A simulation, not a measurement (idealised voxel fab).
Presented below is a process module, voxel self aligned contacts.
Section shown: cut. Width: 220 nm. Cell size: 5 nm, square.
Heads up, the way a cross-section reads in here is a grid of square cells, handed over as bands from the top down, with every band being one or more rows of cells.
For a band, the entry starts with two heights in nm, that of the top and then that of the bottom, and carries on with the band's materials in order from left to right, each alongside its width in nm; the word "full width" beside a single material means it fills the band edge to edge, and "blank" means empty space.
Heights are measured from 0, the level below which the as-received wafer is all one material; the lowest band has no bottom and continues downward, written as in "0 nm and below".
The two numbers in a width such as "30->40" mark its ends across the band: the first belongs to the top row of cells, the second to the bottom row, and from each row to the next the width moves by the same amount.
Take "no modifications" at face value: in the step it is given for, the cross-section changed in none of its cells.
Enclosed voids (no open way to top), threshold 8 cells or more, entry "Closed void listing", notation width x height at distance, distance from left edge, nm.
Where a step's line continues beyond its settings, the continuation is a remark by the simulator itself on that step.
A step line may carry the setting "overlay nm", which, for steps involving a mask, states the distance by which the mask lay to the right of its intended position; negative values denote displacement to the left.
# Process steps foreseen in the plan
1: RECEIVE with material Si
2: CONFORMAL_DEP with material SiO2, thk nm 5
3: DIRECTIONAL_DEP with material polySi, thk nm 25
4: DIRECTIONAL_DEP with material SiN, thk nm 25
5: PATTERN with tone cover, mask id GATE, material resist, width nm 30, pitch nm 75, thk nm 20, overlay nm 0
6: DIRECTIONAL_ETCH with etch materials SiN, depth nm 25
7: DIRECTIONAL_ETCH with etch materials polySi, depth nm 25
8: STRIP with etch materials resist
9: CONFORMAL_DEP with material SiN, thk nm 10
10: DIRECTIONAL_ETCH with etch materials SiN, depth nm 10
11: FILL_DEP with material SiO2, thk nm 15
12: CMP with height nm 60
13: MASKED_ETCH with tone open, mask id CONTACT, width nm 55, etch materials SiO2, depth nm 60, overlay nm 0
14: CONFORMAL_DEP with material TiN, thk nm 5
15: FILL_DEP with material W, thk nm 5
16: CMP with height nm 60
17: CONFORMAL_DEP with material SiCN, thk nm 5
# So this is the incoming wafer in cross-section - it's already been through step 1
- 0 nm and below | Si full width
- Closed void listing: none
# As-planned run: cross-section of the first of two wafers at end of module
- 65 nm to 60 nm | SiCN full width
- 60 nm to 55 nm | SiO2 (80)  TiN (20)  W (15)  TiN (20)  SiO2 (85)
- 55 nm to 30 nm | SiO2 (45)  SiN (50)  TiN (5)  W (15)  TiN (5)  SiN (50)  SiO2 (50)
- 30 nm to 5 nm | SiO2 (45)  SiN (10)  polySi (30)  SiN (10)  TiN (5)  W (15)  TiN (5)  SiN (10)  polySi (30)  SiN (10)  SiO2 (50)
- 5 nm to 0 nm | SiO2 (95)  TiN (25)  SiO2 (100)
- 0 nm and below | Si full width
- Closed void listing: none
# This is the second of the two wafers, cross-sectioned at the end of the module; it started exactly like the first and was given the same plan, but it was run with one mistake
- 65 nm to 60 nm | SiCN full width
- 60 nm to 55 nm | polySi full width
- 55 nm to 30 nm | polySi (45)  SiN (50)  polySi (25)  SiN (50)  polySi (50)
- 30 nm to 5 nm | polySi (45)  SiN (10)  polySi (30)  SiN (10)  polySi (25)  SiN (10)  polySi (30)  SiN (10)  polySi (50)
- 5 nm to 0 nm | SiO2 full width
- 0 nm and below | Si full width
- Closed void listing: none
Where did the run depart from the plan? it should be noted that step 11 was executed with settings other than those planned, the operation and settings actually applied being FILL_DEP with material polySi, thk nm 15
It is noted that, at the conclusion of processing, the second wafer exhibits a higher or lower cell count for certain materials relative to the first: SiO2: 218 fewer; TiN: 33 fewer; W: 33 fewer; polySi: 284 more
